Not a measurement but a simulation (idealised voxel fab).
Title: Process Module voxel capacitor over wiring
Displayed cross-section: cut, width of 230 nm, square cells sized 5 nm.
Think of the cross-section as a grid of square cells. We describe it in bands, top to bottom, and each band covers one or more rows of those cells.
Basically the band line says how high the top is and how high the bottom is, in nm, and then what's in it from left to right, every material with its width in nm. Empty space shows up as "air", and if a single material carries "edge to edge" it runs the full band edge to edge.
Where do heights start? At 0: under that level the wafer as delivered is made of one material only. And the lowest band has no floor; it just carries on downward, as in "z 0 and below".
When a width is written as two numbers, as in "30..40", the first number is the width in the top row of cells of the band and the second is the width in its bottom row, and the width changes by the same amount from each row to the next.
Given "no alteration" for a step, no cell of the cross-section differs between before and after that step.
Voids, sealed: empty space of 8 cells or more with no open way to the top, each as width x height at its distance from the left edge, in nm
Heads up: the bit after the settings on a step's line is the simulator's remark on that step.
A step line may carry the setting "overlay nm", which, for steps involving a mask, states the distance by which the mask lay to the right of its intended position; negative values denote displacement to the left.
Before/after cross-section pairs, one process step each; after shown to lowest changed band; step and settings beneath. Pairs may be from different runs of this module on the same starting wafer; a pair continues from the one above only where its "Geometry before processing" entry says so.
# Geometry before processing
z 95 to 90 | 85 TiN, then 5 air, then 140 TiN
z 90 to 85 | 80 SiO2, then 5 TiN, then 5 air, then 5 TiN, then 135 SiO2
z 85 to 75 | 80..70 SiO2, then 15..60 TiN, then 135..100 SiO2
z 75 to 70 | 70 SiO2, then 60 Al2O3, then 100 SiO2
z 70 to 60 | 70 SiO2, then 70 TiN, then 90 SiO2
z 60 to 40 | 70 lowk, then 5 TiN, then 5 Ru, then 5 TiN, then 145 lowk
z 40 to 35 | 70 SiCN, then 15 TiN, then 145 SiCN
z 35 to 20 | 60 lowk, then 25 Ru, then 55 lowk, then 25 Ru, then 65 lowk
z 20 to 15 | 60 lowk, then 25 TiN, then 55 lowk, then 25 TiN, then 65 lowk
z 15 to 0 | SiO2 edge to edge
z 0 and below | Si edge to edge
Voids, sealed: none
# Post-Process Section
z 100 to 95 | Ru edge to edge
z 95 to 90 | 85 TiN, then 5 Ru, then 140 TiN
z 90 to 85 | 80 SiO2, then 5 TiN, then 5 Ru, then 5 TiN, then 135 SiO2
Below 85, the layers are the same as they were.
Voids, sealed: none
Between before and after, shown above: FILL_DEP with material Ru, thk nm 5
Geometry before processing: identical to the post-step cross-section of the immediately preceding pair.
# Post-Process Section
z 90 to 85 | 80 SiO2, then 5 TiN, then 5 Ru, then 5 TiN, then 135 SiO2
Below 85, the layers are the same as they were.
Voids, sealed: none
Between before and after, shown above: CMP with height nm 90
Geometry before processing: identical to the post-step cross-section of the immediately preceding pair.
# Post-Process Section
z 95 to 90 | SiCN edge to edge
Below 90, the layers are the same as they were.
Voids, sealed: none
Between before and after, shown above: CONFORMAL_DEP with material SiCN, thk nm 5
# Geometry before processing
z 95 to 90 | 85 TiN, then 5 air, then 140 TiN
z 90 to 85 | 80 SiO2, then 5 TiN, then 5 air, then 5 TiN, then 135 SiO2
z 85 to 75 | 80..70 SiO2, then 15..60 TiN, then 135..100 SiO2
z 75 to 70 | 70 SiO2, then 60 Al2O3, then 100 SiO2
z 70 to 60 | 65 SiO2, then 70 TiN, then 95 SiO2
z 60 to 40 | 70 lowk, then 5 TiN, then 5 Ru, then 5 TiN, then 145 lowk
z 40 to 35 | 70 SiCN, then 15 TiN, then 145 SiCN
z 35 to 20 | 60 lowk, then 25 Ru, then 55 lowk, then 25 Ru, then 65 lowk
z 20 to 15 | 60 lowk, then 25 TiN, then 55 lowk, then 25 TiN, then 65 lowk
z 15 to 0 | SiO2 edge to edge
z 0 and below | Si edge to edge
Voids, sealed: none
# Post-Process Section
z 100 to 95 | Al2O3 edge to edge
z 95 to 90 | 85 TiN, then 5 Al2O3, then 140 TiN
z 90 to 85 | 80 SiO2, then 5 TiN, then 5 Al2O3, then 5 TiN, then 135 SiO2
Below 85, the layers are the same as they were.
Voids, sealed: none
Between before and after, shown above: FILL_DEP with material Al2O3, thk nm 5
Geometry before processing: identical to the post-step cross-section of the immediately preceding pair.
# Post-Process Section
z 90 to 85 | 80 SiO2, then 5 TiN, then 5 Al2O3, then 5 TiN, then 135 SiO2
Below 85, the layers are the same as they were.
Voids, sealed: none
Between before and after, shown above: CMP with height nm 90
Geometry before processing: identical to the post-step cross-section of the immediately preceding pair.
# Post-Process Section
z 95 to 90 | SiCN edge to edge
Below 90, the layers are the same as they were.
Voids, sealed: none
Between before and after, shown above: CONFORMAL_DEP with material SiCN, thk nm 5
# Geometry before processing
z 70 to 60 | aC edge to edge
z 60 to 40 | lowk edge to edge
z 40 to 35 | SiCN edge to edge
z 35 to 20 | 60 lowk, then 25 Ru, then 55 lowk, then 25 Ru, then 65 lowk
z 20 to 15 | 60 lowk, then 25 TiN, then 55 lowk, then 25 TiN, then 65 lowk
z 15 to 0 | SiO2 edge to edge
z 0 and below | Si edge to edge
Voids, sealed: none
# Post-Process Section
z 100 to 70 | 70 air, then 15 resist, then 145 air
Below 70, the layers are the same as they were.
Voids, sealed: none
Between before and after, shown above: PATTERN with tone cover, mask id PLUG_1, material resist, width nm 15, thk nm 30, overlay nm 0
Geometry before processing: identical to the post-step cross-section of the immediately preceding pair.
# Post-Process Section
z 90 to 70 | 70 air, then 15 resist, then 145 air
z 70 to 60 | 70 air, then 15 aC, then 145 air
Below 60, the layers are the same as they were.
Voids, sealed: none
Between before and after, shown above: DIRECTIONAL_ETCH with etch materials aC, depth nm 10
Geometry before processing: identical to the post-step cross-section of the immediately preceding pair.
# Post-Process Section
z 70 to 60 | 70 air, then 15 aC, then 145 air
Below 60, the layers are the same as they were.
Voids, sealed: none
Between before and after, shown above: STRIP with etch materials resist
Geometry before processing: identical to the post-step cross-section of the immediately preceding pair.
# Post-Process Section
z 70 to 60 | 70 air, then 15 aC, then 145 air
z 60 to 40 | 70 air, then 15 lowk, then 145 air
Below 40, the layers are the same as they were.
Voids, sealed: none
Between before and after, shown above: DIRECTIONAL_ETCH with etch materials lowk, depth nm 20
Geometry before processing: identical to the post-step cross-section of the immediately preceding pair.
# Post-Process Section
z 70 to 60 | 70 air, then 15 aC, then 145 air
z 60 to 40 | 70 air, then 15 lowk, then 145 air
z 40 to 35 | 70 air, then 15 SiCN, then 145 air
Below 35, the layers are the same as they were.
Voids, sealed: none
Between before and after, shown above: DIRECTIONAL_ETCH with etch materials SiCN, depth nm 5
Geometry before processing: identical to the post-step cross-section of the immediately preceding pair.
# Post-Process Section
z 60 to 40 | 70 air, then 15 lowk, then 145 air
Below 40, the layers are the same as they were.
Voids, sealed: none
Between before and after, shown above: STRIP with etch materials aC
Geometry before processing: identical to the post-step cross-section of the immediately preceding pair.
# Post-Process Section
z 65 to 60 | 65 air, then 25 TiN, then 140 air
z 60 to 40 | 65 air, then 5 TiN, then 15 lowk, then 5 TiN, then 140 air
z 40 to 35 | 70 TiN, then 15 SiCN, then 145 TiN
Below 35, the layers are the same as they were.
Voids, sealed: none
Between before and after, shown above: CONFORMAL_DEP with material TiN, thk nm 5
Geometry before processing: identical to the post-step cross-section of the immediately preceding pair.
# Post-Process Section
z 70 to 65 | Ru edge to edge
z 65 to 60 | 65 Ru, then 25 TiN, then 140 Ru
z 60 to 40 | 65 Ru, then 5 TiN, then 15 lowk, then 5 TiN, then 140 Ru
Below 40, the layers are the same as they were.
Voids, sealed: none
Between before and after, shown above: FILL_DEP with material Ru, thk nm 5
Geometry before processing: identical to the post-step cross-section of the immediately preceding pair.
# Post-Process Section
z 60 to 40 | 65 Ru, then 5 TiN, then 15 lowk, then 5 TiN, then 140 Ru
Below 40, the layers are the same as they were.
Voids, sealed: none
Between before and after, shown above: CMP with height nm 60
Geometry before processing: identical to the post-step cross-section of the immediately preceding pair.
# Post-Process Section
z 70 to 60 | TiN edge to edge
Below 60, the layers are the same as they were.
Voids, sealed: none
Between before and after, shown above: DIRECTIONAL_DEP with material TiN, thk nm 10
Geometry before processing: identical to the post-step cross-section of the immediately preceding pair.
# Post-Process Section
z 75 to 70 | Al2O3 edge to edge
Below 70, the layers are the same as they were.
Voids, sealed: none
Between before and after, shown above: DIRECTIONAL_DEP with material Al2O3, thk nm 5
Geometry before processing: identical to the post-step cross-section of the immediately preceding pair.
# Post-Process Section
z 80 to 75 | TiN edge to edge
Below 75, the layers are the same as they were.
Voids, sealed: none
Between before and after, shown above: DIRECTIONAL_DEP with material TiN, thk nm 5
Geometry before processing: identical to the post-step cross-section of the immediately preceding pair.
# Post-Process Section
z 80 to 75 | 70 air, then 60 TiN, then 100 air
Below 75, the layers are the same as they were.
Voids, sealed: none
Between before and after, shown above: MASKED_ETCH with tone cover, mask id UPPER_PLATE, width nm 60, etch materials TiN, depth nm 5, overlay nm 0
Geometry before processing: identical to the post-step cross-section of the immediately preceding pair.
# Post-Process Section
z 80 to 75 | 70 air, then 60 TiN, then 100 air
z 75 to 70 | 70 air, then 60 Al2O3, then 100 air
Below 70, the layers are the same as they were.
Voids, sealed: none
Between before and after, shown above: MASKED_ETCH with tone cover, mask id UPPER_PLATE, width nm 60, etch materials Al2O3, depth nm 5, overlay nm 0
Geometry before processing: identical to the post-step cross-section of the immediately preceding pair.
# Post-Process Section
z 80 to 75 | 70 air, then 60 TiN, then 100 air
z 75 to 70 | 70 air, then 60 Al2O3, then 100 air
z 70 to 60 | 65 air, then 70 TiN, then 95 air
Below 60, the layers are the same as they were.
Voids, sealed: none
Between before and after, shown above: MASKED_ETCH with tone cover, mask id LOWER_PLATE, width nm 70, etch materials TiN, depth nm 10, overlay nm 0
Geometry before processing: identical to the post-step cross-section of the immediately preceding pair.
# Post-Process Section
z 95 to 80 | SiO2 edge to edge
z 80 to 75 | 70 SiO2, then 60 TiN, then 100 SiO2
z 75 to 70 | 70 SiO2, then 60 Al2O3, then 100 SiO2
z 70 to 60 | 65 SiO2, then 70 TiN, then 95 SiO2
Below 60, the layers are the same as they were.
Voids, sealed: none
Between before and after, shown above: FILL_DEP with material SiO2, thk nm 15
Geometry before processing: identical to the post-step cross-section of the immediately preceding pair.
# Post-Process Section
z 90 to 80 | SiO2 edge to edge
Below 80, the layers are the same as they were.
Voids, sealed: none
Between before and after, shown above: CMP with height nm 90
Geometry before processing: identical to the post-step cross-section of the immediately preceding pair.
# Post-Process Section
z 100 to 90 | aC edge to edge
Below 90, the layers are the same as they were.
Voids, sealed: none
Between before and after, shown above: DIRECTIONAL_DEP with material aC, thk nm 10
Geometry before processing: identical to the post-step cross-section of the immediately preceding pair.
# Post-Process Section
z 125 to 100 | 80 resist, then 15 air, then 135 resist
Below 100, the layers are the same as they were.
Voids, sealed: none
Between before and after, shown above: PATTERN with tone open, mask id PLUG_2, material resist, width nm 15, thk nm 25, overlay nm 0
Geometry before processing: identical to the post-step cross-section of the immediately preceding pair.
# Post-Process Section
z 115 to 100 | 80 resist, then 15 air, then 135 resist
z 100 to 90 | 80 aC, then 15 air, then 135 aC
Below 90, the layers are the same as they were.
Voids, sealed: none
Between before and after, shown above: DIRECTIONAL_ETCH with etch materials aC, depth nm 10
Geometry before processing: identical to the post-step cross-section of the immediately preceding pair.
# Post-Process Section
z 100 to 90 | 80 aC, then 15 air, then 135 aC
Below 90, the layers are the same as they were.
Voids, sealed: none
Between before and after, shown above: STRIP with etch materials resist
Geometry before processing: identical to the post-step cross-section of the immediately preceding pair.
# Post-Process Section
z 100 to 90 | 80 aC, then 15 air, then 135 aC
z 90 to 80 | 80 SiO2, then 15 air, then 135 SiO2
Below 80, the layers are the same as they were.
Voids, sealed: none
Between before and after, shown above: DIRECTIONAL_ETCH with etch materials SiO2, depth nm 10
Geometry before processing: identical to the post-step cross-section of the immediately preceding pair.
# Post-Process Section
z 90 to 80 | 80 SiO2, then 15 air, then 135 SiO2
Below 80, the layers are the same as they were.
Voids, sealed: none
Between before and after, shown above: STRIP with etch materials aC
Geometry before processing: identical to the post-step cross-section of the immediately preceding pair.
# Post-Process Section
z 95 to 90 | 85 TiN, then 5 air, then 140 TiN
z 90 to 85 | 80 SiO2, then 5 TiN, then 5 air, then 5 TiN, then 135 SiO2
z 85 to 75 | 80..70 SiO2, then 15..60 TiN, then 135..100 SiO2
Below 75, the layers are the same as they were.
Voids, sealed: none
Between before and after, shown above: CONFORMAL_DEP with material TiN, thk nm 5
Geometry before processing: identical to the post-step cross-section of the immediately preceding pair.
# Post-Process Section
z 100 to 95 | Ru edge to edge
z 95 to 90 | 85 TiN, then 5 Ru, then 140 TiN
z 90 to 85 | 80 SiO2, then 5 TiN, then 5 Ru, then 5 TiN, then 135 SiO2
Below 85, the layers are the same as they were.
Voids, sealed: none
Between before and after, shown above: FILL_DEP with material Ru, thk nm 5
Geometry before processing: identical to the post-step cross-section of the immediately preceding pair.
# Post-Process Section
z 90 to 85 | 80 SiO2, then 5 TiN, then 5 Ru, then 5 TiN, then 135 SiO2
Below 85, the layers are the same as they were.
Voids, sealed: none
Between before and after, shown above: CMP with height nm 90
Geometry before processing: identical to the post-step cross-section of the immediately preceding pair.
# Post-Process Section
z 95 to 90 | SiCN edge to edge
Below 90, the layers are the same as they were.
Voids, sealed: none
Between before and after, shown above: CONFORMAL_DEP with material SiCN, thk nm 5
